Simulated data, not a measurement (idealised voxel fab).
The following is a process module called voxel quadruple lines.
Cross-section cut: width 170 nm, square cells of 5 nm.
This document writes a cross-section as a grid whose cells are square, and gives it as bands, listed from the top down; one or more rows of cells form a band. Per band: top height and bottom height in nm, followed by the left-to-right materials and their widths in nm; "all across" marks a single material spanning edge to edge, "air" marks empty space. For the purposes of this specification, 0 denotes the height below which the wafer in its as-received condition is composed wholly of one material, and the lowermost band, lacking a lower limit, extends downward without end, as expressed in "from 0 down". The expression "30->40" gives the width at the extremes of the band, the first number at its top row of cells and the second at its bottom row, with the width changing by equal amounts from each row to the next in between. "nothing changed", as given for a step, is the statement that not any cell of the cross-section underwent a change during that step. For the entry "Entrapped void list", the listed items are empty spaces with no open way to the top whose size is 8 cells or more; each item follows the pattern width x height at distance, where distance is from the left edge and all three are in nm. What comes after the settings on a step's line is commentary from the simulator itself on that step. overlay nm, on a step with a mask: how far to the right of its planned place the mask lay; to the left if negative.

**This section lists the process steps that were planned**
- 1: RECEIVE | material Si
- 2: CONFORMAL_DEP | material Al2O3 | thk nm 5
- 3: DIRECTIONAL_DEP | material W | thk nm 10
- 4: DIRECTIONAL_DEP | material polySi | thk nm 15
- 5: DIRECTIONAL_DEP | material aC | thk nm 20
- 6: PATTERN | tone cover | mask id MANDREL | material resist | width nm 20 | pitch nm 60 | thk nm 30 | overlay nm 0
- 7: DIRECTIONAL_ETCH | etch materials aC | depth nm 20
- 8: STRIP | etch materials resist
- 9: CONFORMAL_DEP | material SiO2 | thk nm 10
- 10: DIRECTIONAL_ETCH | etch materials SiO2 | depth nm 10
- 11: STRIP | etch materials aC
- 12: DIRECTIONAL_ETCH | etch materials polySi | depth nm 15
- 13: STRIP | etch materials SiO2
- 14: CONFORMAL_DEP | material SiCN | thk nm 5
- 15: DIRECTIONAL_ETCH | etch materials SiCN | depth nm 5
- 16: STRIP | etch materials polySi
- 17: DIRECTIONAL_ETCH | etch materials W | depth nm 10
- 18: STRIP | etch materials SiCN
- 19: FILL_DEP | material SiO2 | thk nm 10
- 20: CMP | height nm 15

**The first of a set of two wafers, run to plan**

**The cross-section here shows the wafer as received, i.e. in its state after step 1**
from 0 down = Si all across
Entrapped void list: none

**Wafer xsec, post step 2**
from 5 to 0 = Al2O3 all across
Below 0, the layers are the same as they were.

**Wafer xsec, post step 3**
from 15 to 5 = W all across
Below 5, the layers are the same as they were.

**Wafer xsec, post step 4**
from 30 to 15 = polySi all across
Below 15, the layers are the same as they were.

**Wafer xsec, post step 5**
from 50 to 30 = aC all across
Below 30, the layers are the same as they were.

**Wafer xsec, post step 6**
from 80 to 50 = 45 nm air / 20 nm resist / 40 nm air / 20 nm resist / 45 nm air
Below 50, the layers are the same as they were.

**Wafer xsec, post step 7**
from 60 to 50 = 45 nm air / 20 nm resist / 40 nm air / 20 nm resist / 45 nm air
from 50 to 30 = 45 nm air / 20 nm aC / 40 nm air / 20 nm aC / 45 nm air
Below 30, the layers are the same as they were.

**Wafer xsec, post step 8**
from 50 to 30 = 45 nm air / 20 nm aC / 40 nm air / 20 nm aC / 45 nm air
Below 30, the layers are the same as they were.

**Wafer xsec, post step 9**
from 60 to 50 = 35 nm air / 40 nm SiO2 / 20 nm air / 40 nm SiO2 / 35 nm air
from 50 to 40 = 35 nm air / 10 nm SiO2 / 20 nm aC / 10 nm SiO2 / 20 nm air / 10 nm SiO2 / 20 nm aC / 10 nm SiO2 / 35 nm air
from 40 to 30 = 45 nm SiO2 / 20 nm aC / 40 nm SiO2 / 20 nm aC / 45 nm SiO2
Below 30, the layers are the same as they were.

**Wafer xsec, post step 10**
from 50 to 30 = 35 nm air / 10 nm SiO2 / 20 nm aC / 10 nm SiO2 / 20 nm air / 10 nm SiO2 / 20 nm aC / 10 nm SiO2 / 35 nm air
Below 30, the layers are the same as they were.

**Wafer xsec, post step 11**
from 50 to 30 = 35 nm air / 10 nm SiO2 / 20 nm air / 10 nm SiO2 / 20 nm air / 10 nm SiO2 / 20 nm air / 10 nm SiO2 / 35 nm air
Below 30, the layers are the same as they were.

**Wafer xsec, post step 12**
from 50 to 30 = 35 nm air / 10 nm SiO2 / 20 nm air / 10 nm SiO2 / 20 nm air / 10 nm SiO2 / 20 nm air / 10 nm SiO2 / 35 nm air
from 30 to 15 = 35 nm air / 10 nm polySi / 20 nm air / 10 nm polySi / 20 nm air / 10 nm polySi / 20 nm air / 10 nm polySi / 35 nm air
Below 15, the layers are the same as they were.

**Wafer xsec, post step 13**
from 30 to 15 = 35 nm air / 10 nm polySi / 20 nm air / 10 nm polySi / 20 nm air / 10 nm polySi / 20 nm air / 10 nm polySi / 35 nm air
Below 15, the layers are the same as they were.

**Wafer xsec, post step 14**
from 35 to 30 = 30 nm air / 20 nm SiCN / 10 nm air / 20 nm SiCN / 10 nm air / 20 nm SiCN / 10 nm air / 20 nm SiCN / 30 nm air
from 30 to 20 = 30 nm air / 5 nm SiCN / 10 nm polySi / 5 nm SiCN / 10 nm air / 5 nm SiCN / 10 nm polySi / 5 nm SiCN / 10 nm air / 5 nm SiCN / 10 nm polySi / 5 nm SiCN / 10 nm air / 5 nm SiCN / 10 nm polySi / 5 nm SiCN / 30 nm air
from 20 to 15 = 35 nm SiCN / 10 nm polySi / 20 nm SiCN / 10 nm polySi / 20 nm SiCN / 10 nm polySi / 20 nm SiCN / 10 nm polySi / 35 nm SiCN
Below 15, the layers are the same as they were.

**Wafer xsec, post step 15**
from 30 to 15 = 30 nm air / 5 nm SiCN / 10 nm polySi / 5 nm SiCN / 10 nm air / 5 nm SiCN / 10 nm polySi / 5 nm SiCN / 10 nm air / 5 nm SiCN / 10 nm polySi / 5 nm SiCN / 10 nm air / 5 nm SiCN / 10 nm polySi / 5 nm SiCN / 30 nm air
Below 15, the layers are the same as they were.

**Wafer xsec, post step 16**
from 30 to 15 = 30 nm air / 5 nm SiCN / 10 nm air / 5 nm SiCN / 10 nm air / 5 nm SiCN / 10 nm air / 5 nm SiCN / 10 nm air / 5 nm SiCN / 10 nm air / 5 nm SiCN / 10 nm air / 5 nm SiCN / 10 nm air / 5 nm SiCN / 30 nm air
Below 15, the layers are the same as they were.

**Wafer xsec, post step 17**
from 30 to 15 = 30 nm air / 5 nm SiCN / 10 nm air / 5 nm SiCN / 10 nm air / 5 nm SiCN / 10 nm air / 5 nm SiCN / 10 nm air / 5 nm SiCN / 10 nm air / 5 nm SiCN / 10 nm air / 5 nm SiCN / 10 nm air / 5 nm SiCN / 30 nm air
from 15 to 5 = 30 nm air / 5 nm W / 10 nm air / 5 nm W / 10 nm air / 5 nm W / 10 nm air / 5 nm W / 10 nm air / 5 nm W / 10 nm air / 5 nm W / 10 nm air / 5 nm W / 10 nm air / 5 nm W / 30 nm air
Below 5, the layers are the same as they were.

**Wafer xsec, post step 18**
from 15 to 5 = 30 nm air / 5 nm W / 10 nm air / 5 nm W / 10 nm air / 5 nm W / 10 nm air / 5 nm W / 10 nm air / 5 nm W / 10 nm air / 5 nm W / 10 nm air / 5 nm W / 10 nm air / 5 nm W / 30 nm air
Below 5, the layers are the same as they were.

**Wafer xsec, post step 19**
from 25 to 15 = SiO2 all across
from 15 to 5 = 30 nm SiO2 / 5 nm W / 10 nm SiO2 / 5 nm W / 10 nm SiO2 / 5 nm W / 10 nm SiO2 / 5 nm W / 10 nm SiO2 / 5 nm W / 10 nm SiO2 / 5 nm W / 10 nm SiO2 / 5 nm W / 10 nm SiO2 / 5 nm W / 30 nm SiO2
Below 5, the layers are the same as they were.

**Wafer xsec, post step 20**
from 15 to 5 = 30 nm SiO2 / 5 nm W / 10 nm SiO2 / 5 nm W / 10 nm SiO2 / 5 nm W / 10 nm SiO2 / 5 nm W / 10 nm SiO2 / 5 nm W / 10 nm SiO2 / 5 nm W / 10 nm SiO2 / 5 nm W / 10 nm SiO2 / 5 nm W / 30 nm SiO2
Below 5, the layers are the same as they were.

**Wafer two of the pair: same origin, same plan, one error during the run; identical to wafer one up to and including step 5**

**Cross-section of the second wafer at the time step 6 of the plan should have ended**
from 80 to 50 = 35 nm air / 20 nm resist / 40 nm air / 20 nm resist / 55 nm air
Below 50, the layers are the same as they were.

**Cross-section of the second wafer at the time step 7 of the plan should have ended**
from 60 to 50 = 35 nm air / 20 nm resist / 40 nm air / 20 nm resist / 55 nm air
from 50 to 30 = 35 nm air / 20 nm aC / 40 nm air / 20 nm aC / 55 nm air
Below 30, the layers are the same as they were.

**Cross-section of the second wafer at the time step 8 of the plan should have ended**
from 50 to 30 = 35 nm air / 20 nm aC / 40 nm air / 20 nm aC / 55 nm air
Below 30, the layers are the same as they were.

**Cross-section of the second wafer at the time step 9 of the plan should have ended**
from 60 to 50 = 25 nm air / 40 nm SiO2 / 20 nm air / 40 nm SiO2 / 45 nm air
from 50 to 40 = 25 nm air / 10 nm SiO2 / 20 nm aC / 10 nm SiO2 / 20 nm air / 10 nm SiO2 / 20 nm aC / 10 nm SiO2 / 45 nm air
from 40 to 30 = 35 nm SiO2 / 20 nm aC / 40 nm SiO2 / 20 nm aC / 55 nm SiO2
Below 30, the layers are the same as they were.

**Cross-section of the second wafer at the time step 10 of the plan should have ended**
from 50 to 30 = 25 nm air / 10 nm SiO2 / 20 nm aC / 10 nm SiO2 / 20 nm air / 10 nm SiO2 / 20 nm aC / 10 nm SiO2 / 45 nm air
Below 30, the layers are the same as they were.

**Cross-section of the second wafer at the time step 11 of the plan should have ended**
from 50 to 30 = 25 nm air / 10 nm SiO2 / 20 nm air / 10 nm SiO2 / 20 nm air / 10 nm SiO2 / 20 nm air / 10 nm SiO2 / 45 nm air
Below 30, the layers are the same as they were.

**Cross-section of the second wafer at the time step 12 of the plan should have ended**
from 50 to 30 = 25 nm air / 10 nm SiO2 / 20 nm air / 10 nm SiO2 / 20 nm air / 10 nm SiO2 / 20 nm air / 10 nm SiO2 / 45 nm air
from 30 to 15 = 25 nm air / 10 nm polySi / 20 nm air / 10 nm polySi / 20 nm air / 10 nm polySi / 20 nm air / 10 nm polySi / 45 nm air
Below 15, the layers are the same as they were.

**Cross-section of the second wafer at the time step 13 of the plan should have ended**
from 30 to 15 = 25 nm air / 10 nm polySi / 20 nm air / 10 nm polySi / 20 nm air / 10 nm polySi / 20 nm air / 10 nm polySi / 45 nm air
Below 15, the layers are the same as they were.

**Cross-section of the second wafer at the time step 14 of the plan should have ended**
from 35 to 30 = 20 nm air / 20 nm SiCN / 10 nm air / 20 nm SiCN / 10 nm air / 20 nm SiCN / 10 nm air / 20 nm SiCN / 40 nm air
from 30 to 20 = 20 nm air / 5 nm SiCN / 10 nm polySi / 5 nm SiCN / 10 nm air / 5 nm SiCN / 10 nm polySi / 5 nm SiCN / 10 nm air / 5 nm SiCN / 10 nm polySi / 5 nm SiCN / 10 nm air / 5 nm SiCN / 10 nm polySi / 5 nm SiCN / 40 nm air
from 20 to 15 = 25 nm SiCN / 10 nm polySi / 20 nm SiCN / 10 nm polySi / 20 nm SiCN / 10 nm polySi / 20 nm SiCN / 10 nm polySi / 45 nm SiCN
Below 15, the layers are the same as they were.

**Cross-section of the second wafer at the time step 15 of the plan should have ended**
from 30 to 15 = 20 nm air / 5 nm SiCN / 10 nm polySi / 5 nm SiCN / 10 nm air / 5 nm SiCN / 10 nm polySi / 5 nm SiCN / 10 nm air / 5 nm SiCN / 10 nm polySi / 5 nm SiCN / 10 nm air / 5 nm SiCN / 10 nm polySi / 5 nm SiCN / 40 nm air
Below 15, the layers are the same as they were.

**Cross-section of the second wafer at the time step 16 of the plan should have ended**
from 30 to 15 = 20 nm air / 5 nm SiCN / 10 nm air / 5 nm SiCN / 10 nm air / 5 nm SiCN / 10 nm air / 5 nm SiCN / 10 nm air / 5 nm SiCN / 10 nm air / 5 nm SiCN / 10 nm air / 5 nm SiCN / 10 nm air / 5 nm SiCN / 40 nm air
Below 15, the layers are the same as they were.

**Cross-section of the second wafer at the time step 17 of the plan should have ended**
from 30 to 15 = 20 nm air / 5 nm SiCN / 10 nm air / 5 nm SiCN / 10 nm air / 5 nm SiCN / 10 nm air / 5 nm SiCN / 10 nm air / 5 nm SiCN / 10 nm air / 5 nm SiCN / 10 nm air / 5 nm SiCN / 10 nm air / 5 nm SiCN / 40 nm air
from 15 to 5 = 20 nm air / 5 nm W / 10 nm air / 5 nm W / 10 nm air / 5 nm W / 10 nm air / 5 nm W / 10 nm air / 5 nm W / 10 nm air / 5 nm W / 10 nm air / 5 nm W / 10 nm air / 5 nm W / 40 nm air
Below 5, the layers are the same as they were.

**Cross-section of the second wafer at the time step 18 of the plan should have ended**
from 15 to 5 = 20 nm air / 5 nm W / 10 nm air / 5 nm W / 10 nm air / 5 nm W / 10 nm air / 5 nm W / 10 nm air / 5 nm W / 10 nm air / 5 nm W / 10 nm air / 5 nm W / 10 nm air / 5 nm W / 40 nm air
Below 5, the layers are the same as they were.

**Cross-section of the second wafer at the time step 19 of the plan should have ended**
from 25 to 15 = SiO2 all across
from 15 to 5 = 20 nm SiO2 / 5 nm W / 10 nm SiO2 / 5 nm W / 10 nm SiO2 / 5 nm W / 10 nm SiO2 / 5 nm W / 10 nm SiO2 / 5 nm W / 10 nm SiO2 / 5 nm W / 10 nm SiO2 / 5 nm W / 10 nm SiO2 / 5 nm W / 40 nm SiO2
Below 5, the layers are the same as they were.

**Cross-section of the second wafer at the time step 20 of the plan should have ended**
from 15 to 5 = 20 nm SiO2 / 5 nm W / 10 nm SiO2 / 5 nm W / 10 nm SiO2 / 5 nm W / 10 nm SiO2 / 5 nm W / 10 nm SiO2 / 5 nm W / 10 nm SiO2 / 5 nm W / 10 nm SiO2 / 5 nm W / 10 nm SiO2 / 5 nm W / 40 nm SiO2
Below 5, the layers are the same as they were.
Deviation from plan: for step 6, the planned setting was not used; the step was instead run as PATTERN | tone cover | mask id MANDREL | material resist | width nm 20 | pitch nm 60 | thk nm 30 | overlay nm -10
Comparing end states, the material composition by cell count is preserved from the first wafer to the second, while the locations of the cells are not.
